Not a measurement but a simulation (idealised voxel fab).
process module | voxel transistor to metal
cross-section cut | 280 nm wide | cells 5 nm
A cross-section is a grid of square cells, given in bands from the top down. A band is one or more rows of cells.
Each band's line starts with the height of the band's top and of its bottom, in nm. Then come its materials from left to right, each with its width in nm. One material with "throughout" fills the band from edge to edge. "air" is empty space.
Height 0 is the level under which the wafer as received is all one material. The lowest band goes on downwards, as in "0 down".
A width such as "30 to 40" changes by the same amount from each row of cells to the next, from the band's top row to its bottom row.
"no change" after a step means that no cell of the cross-section changed.
closed voids: empty space of 8 cells or more with no open way to the top, each as width x height at its distance from the left edge, in nm
after a step's settings: what the simulator itself notes on the step
overlay nm, on a step with a mask: how far to the right of its planned place the mask lay; to the left if negative
Each pair below shows a cross-section before one step and the cross-section after it, down to the lowest band that changed. The line under each pair gives the step between them, with its settings. The pairs can come from different runs of this module on the same starting wafer, so a pair continues from the pair above only where its "before" says so.
before
  65 to 60: TiN 35 | air 10 | TiN 65 | air 10 | TiN 40 | air 10 | TiN 65 | air 10 | TiN 35
  60 to 55: SiN 30 | TiN 20 | SiN 55 | TiN 20 | SiN 30 | TiN 20 | SiN 55 | TiN 20 | SiN 30
  55 to 40: lowk throughout
  40 to 30: SiO2 30 | TiN 5 | W 10 | TiN 5 | SiO2 55 | TiN 5 | W 10 | TiN 5 | SiO2 30 | TiN 5 | W 10 | TiN 5 | SiO2 55 | TiN 5 | W 10 | TiN 5 | SiO2 30
  30 to 15: SiO2 30 | TiN 5 | W 10 | TiN 5 | SiO2 5 | SiN 5 | SiO2 5 | SiCN 25 | SiO2 5 | SiN 5 | SiO2 5 | TiN 5 | W 10 | TiN 5 | SiO2 30 | TiN 5 | W 10 | TiN 5 | SiO2 5 | SiN 5 | SiO2 5 | SiCN 25 | SiO2 5 | SiN 5 | SiO2 5 | TiN 5 | W 10 | TiN 5 | SiO2 30
  15 to 5: SiO2 30 | TiN 5 | W 10 | TiN 5 | SiO2 5 | SiN 5 | SiO2 5 | polySi 25 | SiO2 5 | SiN 5 | SiO2 5 | TiN 5 | W 10 | TiN 5 | SiO2 30 | TiN 5 | W 10 | TiN 5 | SiO2 5 | SiN 5 | SiO2 5 | polySi 25 | SiO2 5 | SiN 5 | SiO2 5 | TiN 5 | W 10 | TiN 5 | SiO2 30
  5 to 0: SiO2 30 | TiN 5 | W 5 | TiN 10 | SiO2 5 | SiN 5 | SiO2 5 | polySi 25 | SiO2 5 | SiN 5 | SiO2 5 | TiN 10 | W 5 | TiN 5 | SiO2 30 | TiN 5 | W 5 | TiN 10 | SiO2 5 | SiN 5 | SiO2 5 | polySi 25 | SiO2 5 | SiN 5 | SiO2 5 | TiN 10 | W 5 | TiN 5 | SiO2 30
  0 to -5: SiO2 30 | TiN 5 | W 5 | TiN 5 | SiGe 10 | SiN 5 | SiO2 5 | polySi 25 | SiO2 5 | SiN 5 | SiGe 10 | TiN 5 | W 5 | TiN 5 | SiO2 30 | TiN 5 | W 5 | TiN 5 | SiGe 10 | SiN 5 | SiO2 5 | polySi 25 | SiO2 5 | SiN 5 | SiGe 10 | TiN 5 | W 5 | TiN 5 | SiO2 30
  -5 to -10: SiO2 30 | TiN 15 | SiGe 10 | SiO2 45 | SiGe 10 | TiN 15 | SiO2 30 | TiN 15 | SiGe 10 | SiO2 45 | SiGe 10 | TiN 15 | SiO2 30
  -10 to -20: SiO2 25 | SiGe 30 | Si 45 | SiGe 30 | SiO2 20 | SiGe 30 | Si 45 | SiGe 30 | SiO2 25
  -20 to -40: SiO2 25 | Si 105 | SiO2 20 | Si 105 | SiO2 25
  -40 down: Si throughout
  closed voids: none
after
  70 to 65: Cu throughout
  65 to 60: TiN 35 | Cu 10 | TiN 65 | Cu 10 | TiN 40 | Cu 10 | TiN 65 | Cu 10 | TiN 35
  below 60: unchanged
  closed voids: none
the step between: op FILL_DEP | material Cu | thk nm 5
before: the cross-section after the pair above
after
  60 to 55: SiN 30 | TiN 20 | SiN 55 | TiN 20 | SiN 30 | TiN 20 | SiN 55 | TiN 20 | SiN 30
  below 55: unchanged
  closed voids: none
the step between: op CMP | height nm 60
before: the cross-section after the pair above
after
  65 to 60: SiCN throughout
  below 60: unchanged
  closed voids: none
the step between: op CONFORMAL_DEP | material SiCN | thk nm 5
before: the cross-section after the pair above
after
  95 to 65: SiO2 throughout
  below 65: unchanged
  closed voids: none
the step between: op DIRECTIONAL_DEP | material SiO2 | thk nm 30
before: the cross-section after the pair above
after
  95 to 65: SiO2 30 | air 15 | SiO2 110 | air 15 | SiO2 110
  below 65: unchanged
  closed voids: none
the step between: op MASKED_ETCH | tone open | mask id METAL_2_HOLES | width nm 15 | pitch nm 125 | etch materials SiO2 | depth nm 30 | overlay nm 0
before: the cross-section after the pair above
after
  95 to 80: SiO2 30 | air 20 | SiO2 105 | air 20 | SiO2 105
  below 80: unchanged
  closed voids: none
the step between: op MASKED_ETCH | tone open | mask id METAL_2 | width nm 20 | pitch nm 125 | etch materials SiO2 | depth nm 15 | overlay nm 0
before: the cross-section after the pair above
after
  95 to 80: SiO2 30 | air 20 | SiO2 105 | air 20 | SiO2 105
  80 to 65: SiO2 30 | air 15 | SiO2 110 | air 15 | SiO2 110
  65 to 60: SiCN 30 | air 15 | SiCN 110 | air 15 | SiCN 110
  below 60: unchanged
  closed voids: none
the step between: op MASKED_ETCH | tone open | mask id METAL_2 | width nm 20 | pitch nm 125 | etch materials SiCN | depth nm 5 | overlay nm 0
before: the cross-section after the pair above
after
  100 to 95: TiN 35 | air 10 | TiN 115 | air 10 | TiN 110
  95 to 85: SiO2 30 | TiN 5 | air 10 | TiN 5 | SiO2 105 | TiN 5 | air 10 | TiN 5 | SiO2 105
  85 to 80: SiO2 30 | TiN 5 | air 5 | TiN 10 | SiO2 105 | TiN 5 | air 5 | TiN 10 | SiO2 105
  80 to 65: SiO2 30 | TiN 5 | air 5 | TiN 5 | SiO2 110 | TiN 5 | air 5 | TiN 5 | SiO2 110
  65 to 60: SiCN 30 | TiN 15 | SiCN 110 | TiN 15 | SiCN 110
  below 60: unchanged
  closed voids: none
the step between: op CONFORMAL_DEP | material TiN | thk nm 5
before: the cross-section after the pair above
after
  105 to 100: Cu throughout
  100 to 95: TiN 35 | Cu 10 | TiN 115 | Cu 10 | TiN 110
  95 to 85: SiO2 30 | TiN 5 | Cu 10 | TiN 5 | SiO2 105 | TiN 5 | Cu 10 | TiN 5 | SiO2 105
  85 to 80: SiO2 30 | TiN 5 | Cu 5 | TiN 10 | SiO2 105 | TiN 5 | Cu 5 | TiN 10 | SiO2 105
  80 to 65: SiO2 30 | TiN 5 | Cu 5 | TiN 5 | SiO2 110 | TiN 5 | Cu 5 | TiN 5 | SiO2 110
  below 65: unchanged
  closed voids: none
the step between: op FILL_DEP | material Cu | thk nm 5
before: the cross-section after the pair above
after
  95 to 85: SiO2 30 | TiN 5 | Cu 10 | TiN 5 | SiO2 105 | TiN 5 | Cu 10 | TiN 5 | SiO2 105
  below 85: unchanged
  closed voids: none
the step between: op CMP | height nm 95
before: the cross-section after the pair above
after
  100 to 95: SiCN throughout
  below 95: unchanged
  closed voids: none
the step between: op CONFORMAL_DEP | material SiCN | thk nm 5
before
  35 to 30: air 55 | SiN 45 | air 80 | SiN 45 | air 55
  30 to 15: air 55 | SiN 5 | SiO2 5 | SiCN 25 | SiO2 5 | SiN 5 | air 80 | SiN 5 | SiO2 5 | SiCN 25 | SiO2 5 | SiN 5 | air 55
  15 to 0: air 55 | SiN 5 | SiO2 5 | polySi 25 | SiO2 5 | SiN 5 | air 80 | SiN 5 | SiO2 5 | polySi 25 | SiO2 5 | SiN 5 | air 55
  0 to -5: SiN 60 | SiO2 5 | polySi 25 | SiO2 5 | SiN 90 | SiO2 5 | polySi 25 | SiO2 5 | SiN 60
  -5 to -10: SiO2 throughout
  -10 to -40: SiO2 25 | Si 105 | SiO2 20 | Si 105 | SiO2 25
  -40 down: Si throughout
  closed voids: none
after
  30 to 20: air 60 | SiO2 5 | SiCN 25 | SiO2 5 | air 90 | SiO2 5 | SiCN 25 | SiO2 5 | air 60
  20 to 15: air 55 | SiN 5 | SiO2 5 | SiCN 25 | SiO2 5 | SiN 5 | air 80 | SiN 5 | SiO2 5 | SiCN 25 | SiO2 5 | SiN 5 | air 55
  15 to -5: air 55 | SiN 5 | SiO2 5 | polySi 25 | SiO2 5 | SiN 5 | air 80 | SiN 5 | SiO2 5 | polySi 25 | SiO2 5 | SiN 5 | air 55
  below -5: unchanged
  closed voids: none
the step between: op DIRECTIONAL_ETCH | etch materials SiN | depth nm 15
before: the cross-section after the pair above
after
  30 to 25: air 65 | SiCN 25 | air 100 | SiCN 25 | air 65
  25 to 20: air 60 | SiO2 5 | SiCN 25 | SiO2 5 | air 90 | SiO2 5 | SiCN 25 | SiO2 5 | air 60
  20 to 15: air 55 | SiN 5 | SiO2 5 | SiCN 25 | SiO2 5 | SiN 5 | air 80 | SiN 5 | SiO2 5 | SiCN 25 | SiO2 5 | SiN 5 | air 55
  15 to -5: air 55 | SiN 5 | SiO2 5 | polySi 25 | SiO2 5 | SiN 5 | air 80 | SiN 5 | SiO2 5 | polySi 25 | SiO2 5 | SiN 5 | air 55
  -5 to -10: air 55 | SiO2 45 | air 80 | SiO2 45 | air 55
  below -10: unchanged
  closed voids: none
the step between: op DIRECTIONAL_ETCH | etch materials SiO2 | depth nm 5
before: the cross-section after the pair above
after
  30 to 25: air 65 | SiCN 25 | air 100 | SiCN 25 | air 65
  25 to 20: air 60 | SiO2 5 | SiCN 25 | SiO2 5 | air 90 | SiO2 5 | SiCN 25 | SiO2 5 | air 60
  20 to 15: air 55 | SiN 5 | SiO2 5 | SiCN 25 | SiO2 5 | SiN 5 | air 80 | SiN 5 | SiO2 5 | SiCN 25 | SiO2 5 | SiN 5 | air 55
  15 to -5: air 55 | SiN 5 | SiO2 5 | polySi 25 | SiO2 5 | SiN 5 | air 80 | SiN 5 | SiO2 5 | polySi 25 | SiO2 5 | SiN 5 | air 55
  -5 to -10: air 55 | SiO2 45 | air 80 | SiO2 45 | air 55
  -10 to -20: SiO2 25 | air 30 | Si 45 | air 30 | SiO2 20 | air 30 | Si 45 | air 30 | SiO2 25
  below -20: unchanged
  closed voids: none
the step between: op DIRECTIONAL_ETCH | etch materials Si | depth nm 10
before: the cross-section after the pair above
after
  30 to 25: air 65 | SiCN 25 | air 100 | SiCN 25 | air 65
  25 to 20: air 60 | SiO2 5 | SiCN 25 | SiO2 5 | air 90 | SiO2 5 | SiCN 25 | SiO2 5 | air 60
  20 to 15: air 55 | SiN 5 | SiO2 5 | SiCN 25 | SiO2 5 | SiN 5 | air 80 | SiN 5 | SiO2 5 | SiCN 25 | SiO2 5 | SiN 5 | air 55
  15 to 0: air 55 | SiN 5 | SiO2 5 | polySi 25 | SiO2 5 | SiN 5 | air 80 | SiN 5 | SiO2 5 | polySi 25 | SiO2 5 | SiN 5 | air 55
  0 to -5: air 45 | SiGe 10 | SiN 5 | SiO2 5 | polySi 25 | SiO2 5 | SiN 5 | SiGe 10 | air 60 | SiGe 10 | SiN 5 | SiO2 5 | polySi 25 | SiO2 5 | SiN 5 | SiGe 10 | air 45
  -5 to -10: air 45 | SiGe 10 | SiO2 45 | SiGe 10 | air 60 | SiGe 10 | SiO2 45 | SiGe 10 | air 45
  -10 to -20: SiO2 25 | SiGe 30 | Si 45 | SiGe 30 | SiO2 20 | SiGe 30 | Si 45 | SiGe 30 | SiO2 25
  below -20: unchanged
  closed voids: none
the step between: op EPI | material SiGe | thk nm 10
before: the cross-section after the pair above
after
  35 to 30: SiO2 throughout
  30 to 20: SiO2 65 | SiCN 25 | SiO2 100 | SiCN 25 | SiO2 65
  20 to 15: SiO2 55 | SiN 5 | SiO2 5 | SiCN 25 | SiO2 5 | SiN 5 | SiO2 80 | SiN 5 | SiO2 5 | SiCN 25 | SiO2 5 | SiN 5 | SiO2 55
  15 to 0: SiO2 55 | SiN 5 | SiO2 5 | polySi 25 | SiO2 5 | SiN 5 | SiO2 80 | SiN 5 | SiO2 5 | polySi 25 | SiO2 5 | SiN 5 | SiO2 55
  0 to -5: SiO2 45 | SiGe 10 | SiN 5 | SiO2 5 | polySi 25 | SiO2 5 | SiN 5 | SiGe 10 | SiO2 60 | SiGe 10 | SiN 5 | SiO2 5 | polySi 25 | SiO2 5 | SiN 5 | SiGe 10 | SiO2 45
  -5 to -10: SiO2 45 | SiGe 10 | SiO2 45 | SiGe 10 | SiO2 60 | SiGe 10 | SiO2 45 | SiGe 10 | SiO2 45
  below -10: unchanged
  closed voids: none
the step between: op FILL_DEP | material SiO2 | thk nm 5
before: the cross-section after the pair above
after
  30 to 20: SiO2 65 | SiCN 25 | SiO2 100 | SiCN 25 | SiO2 65
  below 20: unchanged
  closed voids: none
the step between: op CMP | height nm 30
before: the cross-section after the pair above
after
  40 to 30: SiO2 throughout
  below 30: unchanged
  closed voids: none
the step between: op DIRECTIONAL_DEP | material SiO2 | thk nm 10
before: the cross-section after the pair above
after
  40 to 30: SiO2 30 | air 20 | SiO2 55 | air 20 | SiO2 30 | air 20 | SiO2 55 | air 20 | SiO2 30
  30 to 20: SiO2 30 | air 20 | SiO2 15 | SiCN 25 | SiO2 15 | air 20 | SiO2 30 | air 20 | SiO2 15 | SiCN 25 | SiO2 15 | air 20 | SiO2 30
  20 to 15: SiO2 30 | air 20 | SiO2 5 | SiN 5 | SiO2 5 | SiCN 25 | SiO2 5 | SiN 5 | SiO2 5 | air 20 | SiO2 30 | air 20 | SiO2 5 | SiN 5 | SiO2 5 | SiCN 25 | SiO2 5 | SiN 5 | SiO2 5 | air 20 | SiO2 30
  15 to 0: SiO2 30 | air 20 | SiO2 5 | SiN 5 | SiO2 5 | polySi 25 | SiO2 5 | SiN 5 | SiO2 5 | air 20 | SiO2 30 | air 20 | SiO2 5 | SiN 5 | SiO2 5 | polySi 25 | SiO2 5 | SiN 5 | SiO2 5 | air 20 | SiO2 30
  0 to -5: SiO2 30 | air 15 | SiGe 10 | SiN 5 | SiO2 5 | polySi 25 | SiO2 5 | SiN 5 | SiGe 10 | air 15 | SiO2 30 | air 15 | SiGe 10 | SiN 5 | SiO2 5 | polySi 25 | SiO2 5 | SiN 5 | SiGe 10 | air 15 | SiO2 30
  -5 to -10: SiO2 30 | air 15 | SiGe 10 | SiO2 45 | SiGe 10 | air 15 | SiO2 30 | air 15 | SiGe 10 | SiO2 45 | SiGe 10 | air 15 | SiO2 30
  below -10: unchanged
  closed voids: none
the step between: op MASKED_ETCH | tone open | mask id CONTACT | width nm 20 | etch materials SiO2 | depth nm 50 | overlay nm 0
before: the cross-section after the pair above
after
  45 to 40: TiN 35 | air 10 | TiN 65 | air 10 | TiN 40 | air 10 | TiN 65 | air 10 | TiN 35
  40 to 30: SiO2 30 | TiN 5 | air 10 | TiN 5 | SiO2 55 | TiN 5 | air 10 | TiN 5 | SiO2 30 | TiN 5 | air 10 | TiN 5 | SiO2 55 | TiN 5 | air 10 | TiN 5 | SiO2 30
  30 to 20: SiO2 30 | TiN 5 | air 10 | TiN 5 | SiO2 15 | SiCN 25 | SiO2 15 | TiN 5 | air 10 | TiN 5 | SiO2 30 | TiN 5 | air 10 | TiN 5 | SiO2 15 | SiCN 25 | SiO2 15 | TiN 5 | air 10 | TiN 5 | SiO2 30
  20 to 15: SiO2 30 | TiN 5 | air 10 | TiN 5 | SiO2 5 | SiN 5 | SiO2 5 | SiCN 25 | SiO2 5 | SiN 5 | SiO2 5 | TiN 5 | air 10 | TiN 5 | SiO2 30 | TiN 5 | air 10 | TiN 5 | SiO2 5 | SiN 5 | SiO2 5 | SiCN 25 | SiO2 5 | SiN 5 | SiO2 5 | TiN 5 | air 10 | TiN 5 | SiO2 30
  15 to 5: SiO2 30 | TiN 5 | air 10 | TiN 5 | SiO2 5 | SiN 5 | SiO2 5 | polySi 25 | SiO2 5 | SiN 5 | SiO2 5 | TiN 5 | air 10 | TiN 5 | SiO2 30 | TiN 5 | air 10 | TiN 5 | SiO2 5 | SiN 5 | SiO2 5 | polySi 25 | SiO2 5 | SiN 5 | SiO2 5 | TiN 5 | air 10 | TiN 5 | SiO2 30
  5 to 0: SiO2 30 | TiN 5 | air 5 | TiN 10 | SiO2 5 | SiN 5 | SiO2 5 | polySi 25 | SiO2 5 | SiN 5 | SiO2 5 | TiN 10 | air 5 | TiN 5 | SiO2 30 | TiN 5 | air 5 | TiN 10 | SiO2 5 | SiN 5 | SiO2 5 | polySi 25 | SiO2 5 | SiN 5 | SiO2 5 | TiN 10 | air 5 | TiN 5 | SiO2 30
  0 to -5: SiO2 30 | TiN 5 | air 5 | TiN 5 | SiGe 10 | SiN 5 | SiO2 5 | polySi 25 | SiO2 5 | SiN 5 | SiGe 10 | TiN 5 | air 5 | TiN 5 | SiO2 30 | TiN 5 | air 5 | TiN 5 | SiGe 10 | SiN 5 | SiO2 5 | polySi 25 | SiO2 5 | SiN 5 | SiGe 10 | TiN 5 | air 5 | TiN 5 | SiO2 30
  -5 to -10: SiO2 30 | TiN 15 | SiGe 10 | SiO2 45 | SiGe 10 | TiN 15 | SiO2 30 | TiN 15 | SiGe 10 | SiO2 45 | SiGe 10 | TiN 15 | SiO2 30
  below -10: unchanged
  closed voids: none
the step between: op CONFORMAL_DEP | material TiN | thk nm 5
before: the cross-section after the pair above
after
  50 to 45: W throughout
  45 to 40: TiN 35 | W 10 | TiN 65 | W 10 | TiN 40 | W 10 | TiN 65 | W 10 | TiN 35
  40 to 30: SiO2 30 | TiN 5 | W 10 | TiN 5 | SiO2 55 | TiN 5 | W 10 | TiN 5 | SiO2 30 | TiN 5 | W 10 | TiN 5 | SiO2 55 | TiN 5 | W 10 | TiN 5 | SiO2 30
  30 to 20: SiO2 30 | TiN 5 | W 10 | TiN 5 | SiO2 15 | SiCN 25 | SiO2 15 | TiN 5 | W 10 | TiN 5 | SiO2 30 | TiN 5 | W 10 | TiN 5 | SiO2 15 | SiCN 25 | SiO2 15 | TiN 5 | W 10 | TiN 5 | SiO2 30
  20 to 15: SiO2 30 | TiN 5 | W 10 | TiN 5 | SiO2 5 | SiN 5 | SiO2 5 | SiCN 25 | SiO2 5 | SiN 5 | SiO2 5 | TiN 5 | W 10 | TiN 5 | SiO2 30 | TiN 5 | W 10 | TiN 5 | SiO2 5 | SiN 5 | SiO2 5 | SiCN 25 | SiO2 5 | SiN 5 | SiO2 5 | TiN 5 | W 10 | TiN 5 | SiO2 30
  15 to 5: SiO2 30 | TiN 5 | W 10 | TiN 5 | SiO2 5 | SiN 5 | SiO2 5 | polySi 25 | SiO2 5 | SiN 5 | SiO2 5 | TiN 5 | W 10 | TiN 5 | SiO2 30 | TiN 5 | W 10 | TiN 5 | SiO2 5 | SiN 5 | SiO2 5 | polySi 25 | SiO2 5 | SiN 5 | SiO2 5 | TiN 5 | W 10 | TiN 5 | SiO2 30
  5 to 0: SiO2 30 | TiN 5 | W 5 | TiN 10 | SiO2 5 | SiN 5 | SiO2 5 | polySi 25 | SiO2 5 | SiN 5 | SiO2 5 | TiN 10 | W 5 | TiN 5 | SiO2 30 | TiN 5 | W 5 | TiN 10 | SiO2 5 | SiN 5 | SiO2 5 | polySi 25 | SiO2 5 | SiN 5 | SiO2 5 | TiN 10 | W 5 | TiN 5 | SiO2 30
  0 to -5: SiO2 30 | TiN 5 | W 5 | TiN 5 | SiGe 10 | SiN 5 | SiO2 5 | polySi 25 | SiO2 5 | SiN 5 | SiGe 10 | TiN 5 | W 5 | TiN 5 | SiO2 30 | TiN 5 | W 5 | TiN 5 | SiGe 10 | SiN 5 | SiO2 5 | polySi 25 | SiO2 5 | SiN 5 | SiGe 10 | TiN 5 | W 5 | TiN 5 | SiO2 30
  below -5: unchanged
  closed voids: none
the step between: op FILL_DEP | material W | thk nm 5
before: the cross-section after the pair above
after
  40 to 30: SiO2 30 | TiN 5 | W 10 | TiN 5 | SiO2 55 | TiN 5 | W 10 | TiN 5 | SiO2 30 | TiN 5 | W 10 | TiN 5 | SiO2 55 | TiN 5 | W 10 | TiN 5 | SiO2 30
  below 30: unchanged
  closed voids: none
the step between: op CMP | height nm 40
before: the cross-section after the pair above
after
  45 to 40: SiN throughout
  below 40: unchanged
  closed voids: none
the step between: op CONFORMAL_DEP | material SiN | thk nm 5
before: the cross-section after the pair above
after
  60 to 45: lowk throughout
  below 45: unchanged
  closed voids: none
the step between: op DIRECTIONAL_DEP | material lowk | thk nm 15
before: the cross-section after the pair above
after
  75 to 60: resist 30 | air 20 | resist 55 | air 20 | resist 30 | air 20 | resist 55 | air 20 | resist 30
  below 60: unchanged
  closed voids: none
the step between: op PATTERN | tone open | mask id METAL_1 | material resist | width nm 20 | thk nm 15 | overlay nm 0
before: the cross-section after the pair above
after
  75 to 60: resist 30 | air 20 | resist 55 | air 20 | resist 30 | air 20 | resist 55 | air 20 | resist 30
  60 to 45: lowk 30 | air 20 | lowk 55 | air 20 | lowk 30 | air 20 | lowk 55 | air 20 | lowk 30
  below 45: unchanged
  closed voids: none
the step between: op DIRECTIONAL_ETCH | etch materials lowk | depth nm 15
before: the cross-section after the pair above
after
  75 to 60: resist 30 | air 20 | resist 55 | air 20 | resist 30 | air 20 | resist 55 | air 20 | resist 30
  60 to 45: lowk 30 | air 20 | lowk 55 | air 20 | lowk 30 | air 20 | lowk 55 | air 20 | lowk 30
  45 to 40: SiN 30 | air 20 | SiN 55 | air 20 | SiN 30 | air 20 | SiN 55 | air 20 | SiN 30
  below 40: unchanged
  closed voids: none
the step between: op DIRECTIONAL_ETCH | etch materials SiN | depth nm 5
before: the cross-section after the pair above
after
  60 to 45: lowk 30 | air 20 | lowk 55 | air 20 | lowk 30 | air 20 | lowk 55 | air 20 | lowk 30
  below 45: unchanged
  closed voids: none
the step between: op STRIP | etch materials resist
before: the cross-section after the pair above
after
  65 to 60: TiN 35 | air 10 | TiN 65 | air 10 | TiN 40 | air 10 | TiN 65 | air 10 | TiN 35
  60 to 45: lowk 30 | TiN 5 | air 10 | TiN 5 | lowk 55 | TiN 5 | air 10 | TiN 5 | lowk 30 | TiN 5 | air 10 | TiN 5 | lowk 55 | TiN 5 | air 10 | TiN 5 | lowk 30
  45 to 40: SiN 30 | TiN 20 | SiN 55 | TiN 20 | SiN 30 | TiN 20 | SiN 55 | TiN 20 | SiN 30
  below 40: unchanged
  closed voids: none
the step between: op CONFORMAL_DEP | material TiN | thk nm 5
before: the cross-section after the pair above
after
  70 to 65: Cu throughout
  65 to 60: TiN 35 | Cu 10 | TiN 65 | Cu 10 | TiN 40 | Cu 10 | TiN 65 | Cu 10 | TiN 35
  60 to 45: lowk 30 | TiN 5 | Cu 10 | TiN 5 | lowk 55 | TiN 5 | Cu 10 | TiN 5 | lowk 30 | TiN 5 | Cu 10 | TiN 5 | lowk 55 | TiN 5 | Cu 10 | TiN 5 | lowk 30
  below 45: unchanged
  closed voids: none
the step between: op FILL_DEP | material Cu | thk nm 5
before: the cross-section after the pair above
after
  60 to 45: lowk 30 | TiN 5 | Cu 10 | TiN 5 | lowk 55 | TiN 5 | Cu 10 | TiN 5 | lowk 30 | TiN 5 | Cu 10 | TiN 5 | lowk 55 | TiN 5 | Cu 10 | TiN 5 | lowk 30
  below 45: unchanged
  closed voids: none
the step between: op CMP | height nm 60
before: the cross-section after the pair above
after
  65 to 60: SiCN throughout
  below 60: unchanged
  closed voids: none
the step between: op CONFORMAL_DEP | material SiCN | thk nm 5
before: the cross-section after the pair above
after
  95 to 65: SiO2 throughout
  below 65: unchanged
  closed voids: none
the step between: op DIRECTIONAL_DEP | material SiO2 | thk nm 30
before: the cross-section after the pair above
after
  95 to 65: SiO2 30 | air 15 | SiO2 110 | air 15 | SiO2 110
  below 65: unchanged
  closed voids: none
the step between: op MASKED_ETCH | tone open | mask id METAL_2_HOLES | width nm 15 | pitch nm 125 | etch materials SiO2 | depth nm 30 | overlay nm 0
before: the cross-section after the pair above
after
  95 to 80: SiO2 30 | air 20 | SiO2 105 | air 20 | SiO2 105
  below 80: unchanged
  closed voids: none
the step between: op MASKED_ETCH | tone open | mask id METAL_2 | width nm 20 | pitch nm 125 | etch materials SiO2 | depth nm 15 | overlay nm 0
before: the cross-section after the pair above
after
  95 to 80: SiO2 30 | air 20 | SiO2 105 | air 20 | SiO2 105
  80 to 65: SiO2 30 | air 15 | SiO2 110 | air 15 | SiO2 110
  65 to 60: SiCN 30 | air 15 | SiCN 110 | air 15 | SiCN 110
  below 60: unchanged
  closed voids: none
the step between: op MASKED_ETCH | tone open | mask id METAL_2 | width nm 20 | pitch nm 125 | etch materials SiCN | depth nm 5 | overlay nm 0
before: the cross-section after the pair above
after
  100 to 95: TiN 35 | air 10 | TiN 115 | air 10 | TiN 110
  95 to 85: SiO2 30 | TiN 5 | air 10 | TiN 5 | SiO2 105 | TiN 5 | air 10 | TiN 5 | SiO2 105
  85 to 80: SiO2 30 | TiN 5 | air 5 | TiN 10 | SiO2 105 | TiN 5 | air 5 | TiN 10 | SiO2 105
  80 to 65: SiO2 30 | TiN 5 | air 5 | TiN 5 | SiO2 110 | TiN 5 | air 5 | TiN 5 | SiO2 110
  65 to 60: SiCN 30 | TiN 15 | SiCN 110 | TiN 15 | SiCN 110
  below 60: unchanged
  closed voids: none
the step between: op CONFORMAL_DEP | material TiN | thk nm 5
before: the cross-section after the pair above
after
  105 to 100: Cu throughout
  100 to 95: TiN 35 | Cu 10 | TiN 115 | Cu 10 | TiN 110
  95 to 85: SiO2 30 | TiN 5 | Cu 10 | TiN 5 | SiO2 105 | TiN 5 | Cu 10 | TiN 5 | SiO2 105
  85 to 80: SiO2 30 | TiN 5 | Cu 5 | TiN 10 | SiO2 105 | TiN 5 | Cu 5 | TiN 10 | SiO2 105
  80 to 65: SiO2 30 | TiN 5 | Cu 5 | TiN 5 | SiO2 110 | TiN 5 | Cu 5 | TiN 5 | SiO2 110
  below 65: unchanged
  closed voids: none
the step between: op FILL_DEP | material Cu | thk nm 5
before: the cross-section after the pair above
after
  95 to 85: SiO2 30 | TiN 5 | Cu 10 | TiN 5 | SiO2 105 | TiN 5 | Cu 10 | TiN 5 | SiO2 105
  below 85: unchanged
  closed voids: none
the step between: op CMP | height nm 95
before: the cross-section after the pair above
after
  100 to 95: SiCN throughout
  below 95: unchanged
  closed voids: none
the step between: op CONFORMAL_DEP | material SiCN | thk nm 5
before
  30 to 15: SiCN throughout
  15 to -5: polySi throughout
  -5 to -10: SiO2 throughout
  -10 to -40: SiO2 25 | Si 105 | SiO2 20 | Si 105 | SiO2 25
  -40 down: Si throughout
  closed voids: none
after
  45 to 30: air 65 | resist 30 | air 95 | resist 30 | air 60
  below 30: unchanged
  closed voids: none
the step between: op PATTERN | tone cover | mask id GATE | material resist | width nm 30 | pitch nm 125 | thk nm 15 | overlay nm 0
before: the cross-section after the pair above
after
  45 to 30: air 65 | resist 30 | air 95 | resist 30 | air 60
  30 to 15: air 65 | SiCN 30 | air 95 | SiCN 30 | air 60
  below 15: unchanged
  closed voids: none
the step between: op DIRECTIONAL_ETCH | etch materials SiCN | depth nm 25
before: the cross-section after the pair above
after
  45 to 30: air 65 | resist 30 | air 95 | resist 30 | air 60
  30 to 15: air 65 | SiCN 30 | air 95 | SiCN 30 | air 60
  15 to -5: air 65 | polySi 30 | air 95 | polySi 30 | air 60
  below -5: unchanged
  closed voids: none
the step between: op DIRECTIONAL_ETCH | etch materials polySi | depth nm 30
before: the cross-section after the pair above
after
  30 to 15: air 65 | SiCN 30 | air 95 | SiCN 30 | air 60
  below 15: unchanged
  closed voids: none
the step between: op STRIP | etch materials resist
before: the cross-section after the pair above
after
  35 to 30: air 60 | SiO2 40 | air 85 | SiO2 40 | air 55
  30 to 15: air 60 | SiO2 5 | SiCN 30 | SiO2 5 | air 85 | SiO2 5 | SiCN 30 | SiO2 5 | air 55
  15 to 0: air 60 | SiO2 5 | polySi 30 | SiO2 5 | air 85 | SiO2 5 | polySi 30 | SiO2 5 | air 55
  0 to -5: SiO2 65 | polySi 30 | SiO2 95 | polySi 30 | SiO2 60
  below -5: unchanged
  closed voids: none
the step between: op CONFORMAL_DEP | material SiO2 | thk nm 5
before: the cross-section after the pair above
after
  30 to 15: air 60 | SiO2 5 | SiCN 30 | SiO2 5 | air 85 | SiO2 5 | SiCN 30 | SiO2 5 | air 55
  15 to -5: air 60 | SiO2 5 | polySi 30 | SiO2 5 | air 85 | SiO2 5 | polySi 30 | SiO2 5 | air 55
  below -5: unchanged
  closed voids: none
the step between: op DIRECTIONAL_ETCH | etch materials SiO2 | depth nm 5
before: the cross-section after the pair above
after
  35 to 30: air 55 | SiN 50 | air 75 | SiN 50 | air 50
  30 to 15: air 55 | SiN 5 | SiO2 5 | SiCN 30 | SiO2 5 | SiN 5 | air 75 | SiN 5 | SiO2 5 | SiCN 30 | SiO2 5 | SiN 5 | air 50
  15 to 0: air 55 | SiN 5 | SiO2 5 | polySi 30 | SiO2 5 | SiN 5 | air 75 | SiN 5 | SiO2 5 | polySi 30 | SiO2 5 | SiN 5 | air 50
  0 to -5: SiN 60 | SiO2 5 | polySi 30 | SiO2 5 | SiN 85 | SiO2 5 | polySi 30 | SiO2 5 | SiN 55
  below -5: unchanged
  closed voids: none
the step between: op CONFORMAL_DEP | material SiN | thk nm 5
before: the cross-section after the pair above
after
  30 to 15: air 55 | SiN 5 | SiO2 5 | SiCN 30 | SiO2 5 | SiN 5 | air 75 | SiN 5 | SiO2 5 | SiCN 30 | SiO2 5 | SiN 5 | air 50
  15 to -5: air 55 | SiN 5 | SiO2 5 | polySi 30 | SiO2 5 | SiN 5 | air 75 | SiN 5 | SiO2 5 | polySi 30 | SiO2 5 | SiN 5 | air 50
  below -5: unchanged
  closed voids: none
the step between: op DIRECTIONAL_ETCH | etch materials SiN | depth nm 5
